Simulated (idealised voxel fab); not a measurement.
process module | voxel ribs on slabs
cross-section cut | 170 nm wide | cells 5 nm
A cross-section is a grid of square cells, given in bands from the top down. A band is one or more rows of cells.
Each band's line starts with the height of the band's top and of its bottom, in nm. Then come its materials from left to right, each with its width in nm. One material with "throughout" fills the band from edge to edge. "air" is empty space.
Height 0 is the level under which the wafer as received is all one material. The lowest band goes on downwards, as in "0 down".
A width such as "30 to 40" changes by the same amount from each row of cells to the next, from the band's top row to its bottom row.
"no change" after a step means that no cell of the cross-section changed.
closed voids: empty space of 8 cells or more with no open way to the top, each as width x height at its distance from the left edge, in nm
after a step's settings: what the simulator itself notes on the step
overlay nm, on a step with a mask: how far to the right of its planned place the mask lay; to the left if negative
plan
1 op RECEIVE | material Si
2 op DIRECTIONAL_DEP | material SiO2 | thk nm 30
3 op DIRECTIONAL_DEP | material SiN | thk nm 15
4 op PATTERN | tone cover | mask id RIB | material resist | width nm 30 | thk nm 20 | overlay nm 0
5 op DIRECTIONAL_ETCH | etch materials SiN | depth nm 10
6 op STRIP | etch materials resist
7 op DIRECTIONAL_DEP | material aC | thk nm 10
8 op PATTERN | tone cover | mask id SLAB | material resist | width nm 60 | thk nm 25 | overlay nm 0
9 op DIRECTIONAL_ETCH | etch materials aC | depth nm 10
10 op STRIP | etch materials resist
11 op DIRECTIONAL_ETCH | etch materials SiN | depth nm 5
12 op STRIP | etch materials aC
13 op FILL_DEP | material SiO2 | thk nm 30
14 op CMP | height nm 65
15 op DIRECTIONAL_DEP | material W | thk nm 5
16 op PATTERN | tone cover | mask id HEATER | material resist | width nm 40 | thk nm 20 | overlay nm 0
17 op DIRECTIONAL_ETCH | etch materials W | depth nm 5
18 op STRIP | etch materials resist
19 op CONFORMAL_DEP | material SiN | thk nm 5
varied across the wafers: thk nm of step 19. The plan shows the first wafer's value. All wafers start alike
first wafer as received, after step 1
  0 down: Si throughout
  closed voids: none
each wafer at the end: cells of each material gained (+) or lost (-) since it was received, then its closed voids
thk nm 5 | +60 SiN | +418 SiO2 | +8 W | closed voids: none
thk nm 10 | +96 SiN | +418 SiO2 | +8 W | closed voids: none
thk nm 15 | +132 SiN | +418 SiO2 | +8 W | closed voids: none
thk nm 20 | +168 SiN | +418 SiO2 | +8 W | closed voids: none
thk nm 25 | +204 SiN | +418 SiO2 | +8 W | closed voids: none
